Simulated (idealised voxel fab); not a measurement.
The document below concerns the process module designated voxel fin reveal.
For reference, the cross-section in this document is cut, with width 210 nm and square cells of 5 nm.
When this document writes out a cross-section, it uses a grid of square cells and lists it as bands, beginning at the top and moving down, with a band standing for one or more rows of cells.
Look at the band entry: it leads with the top's height and the bottom's height in nm. Then it lists the materials left to right, with a width in nm for each. The word "everywhere" on a single material says that material fills the band edge to edge. The word "air" is empty space.
Ref level 0: as-received wafer is one material below here. Bottom band extends down with no lower bound ("z 0 and below").
Width: "30..40" (first number = top row, second number = bottom row, same change from row to row of cells).
What does "remained unchanged" mean for a step? It means no cell of the cross-section changed in that step.
"Voids, enclosed" - sealed voids, min. 8 cells, no opening to top; format: width x height at distance (distance from left edge; nm throughout).
Step line, after settings: the simulator's comment on this step.
For masked steps, "overlay nm" on the step line gives how far right of plan the mask actually lay; a minus sign means it lay to the left.

## Planned process steps
1 op RECEIVE | material Si
2 op CONFORMAL_DEP | material SiN | thk nm 5
3 op PATTERN | tone cover | mask id FINS | material resist | width nm 15 | pitch nm 45 | thk nm 15 | overlay nm 0
4 op DIRECTIONAL_ETCH | etch materials SiN | depth nm 5
5 op DIRECTIONAL_ETCH | etch materials Si | depth nm 35
6 op STRIP | etch materials resist
7 op FILL_DEP | material SiO2 | thk nm 15
8 op CMP | height nm 5
9 op SELECTIVE_ETCH | etch materials SiO2 | depth nm 30
10 op STRIP | etch materials SiN
11 op CONFORMAL_DEP | material HfO2 | thk nm 5

## Wafer at receipt (post step 1), cross-section
z 0 and below: Si everywhere
Voids, enclosed: none

## Starting structure and process plan are as shown above, but one mistake was made in running the module; the wafer cross-section at the end of the module follows
z 5 to 0: air 40 nm / HfO2 25 nm / air 20 nm / HfO2 25 nm / air 20 nm / HfO2 25 nm / air 55 nm
z 0 to -20: air 40 nm / HfO2 5 nm / Si 15 nm / HfO2 5 nm / air 20 nm / HfO2 5 nm / Si 15 nm / HfO2 5 nm / air 20 nm / HfO2 5 nm / Si 15 nm / HfO2 5 nm / air 55 nm
z -20 to -25: HfO2 45 nm / Si 15 nm / HfO2 30 nm / Si 15 nm / HfO2 30 nm / Si 15 nm / HfO2 60 nm
z -25 to -35: SiO2 45 nm / Si 15 nm / SiO2 30 nm / Si 15 nm / SiO2 30 nm / Si 15 nm / SiO2 60 nm
z -35 and below: Si everywhere
Voids, enclosed: none
In executing the process, a mistake was made relative to the plan: not per plan at step 3, really ran op PATTERN | tone cover | mask id FINS | material resist | width nm 15 | pitch nm 45 | thk nm 15 | overlay nm -5
